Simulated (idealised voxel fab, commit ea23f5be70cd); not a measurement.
A process module follows: voxel trench capacitor.
The figure presents cross-section cut, which has a width of 165 nm and is divided into square cells with an edge length of 5 nm.
Cross-section = grid of square cells, listed top down in bands; band = one or more rows.
For a band, the entry starts with two heights in nm, that of the top and then that of the bottom, and carries on with the band's materials in order from left to right, each alongside its width in nm; the word "full width" beside a single material means it fills the band edge to edge, and "empty" means empty space.
Heights from 0 (as-received wafer is one material below). Bottom band endless downward, as "0 and below".
With a width like "30..40", each row of cells in the band differs from the next by the same amount, the top row carrying the first number and the bottom row the second.
"no change occurred", as given for a step, is the statement that not any cell of the cross-section underwent a change during that step.
"Trapped void list" means: voids of 8 cells or more that are shut off from the top with no open way through. Written width x height at distance, distance from the left edge, in nm.
Read whatever lies past the settings on a step's line as the simulator's own remark about the step.
overlay nm: how far to the right of its planned place the mask lay on this masked step (negative: to the left).
The process steps that were planned are listed below
1. RECEIVE (material Si)
2. CONFORMAL_DEP (material SiN; thk nm 10)
3. MASKED_ETCH (tone open; mask id TRENCH; width nm 30; pitch nm 50; etch materials SiN; depth nm 10; overlay nm 0)
4. MASKED_ETCH (tone open; mask id TRENCH; width nm 30; pitch nm 50; etch materials Si; depth nm 25; overlay nm 0)
5. CONFORMAL_DEP (material Al2O3; thk nm 5)
6. CONFORMAL_DEP (material TiN; thk nm 5)
7. FILL_DEP (material W; thk nm 10)
8. CMP (height nm 10)
as received, after step 1
	0 and below: Si full width
	Trapped void list: none
Cross-sectional result after module completion. Note: starting condition and plan are unchanged from above; one processing mistake was made
	10 down to 0: SiN 20, then Al2O3 5, then TiN 5, then W 5, then TiN 10..5, then Al2O3 5..10, then SiN 20, then Al2O3 5, then TiN 5, then W 5, then TiN 10..5, then Al2O3 5..10, then SiN 20, then Al2O3 5, then TiN 5, then W 5, then TiN 10..5, then Al2O3 5..10, then SiN 15
	0 down to -15: Si 20, then Al2O3 5, then TiN 5, then W 5, then TiN 5, then Al2O3 5, then Si 25, then Al2O3 5, then TiN 5, then W 5, then TiN 5, then Al2O3 5, then Si 25, then Al2O3 5, then TiN 5, then W 5, then TiN 5, then Al2O3 5, then Si 20
	-15 down to -20: Si 20, then Al2O3 5, then TiN 15, then Al2O3 5, then Si 25, then Al2O3 5, then TiN 15, then Al2O3 5, then Si 25, then Al2O3 5, then TiN 15, then Al2O3 5, then Si 20
	-20 down to -25: Si 20, then Al2O3 25, then Si 25, then Al2O3 25, then Si 25, then Al2O3 25, then Si 20
	-25 and below: Si full width
	Trapped void list: none
It is concluded that the wafer was processed incorrectly with respect to the plan, in that step 3 changed vs plan, executed as MASKED_ETCH (tone open; mask id TRENCH; width nm 30; pitch nm 50; etch materials SiN; depth nm 10; overlay nm 5)
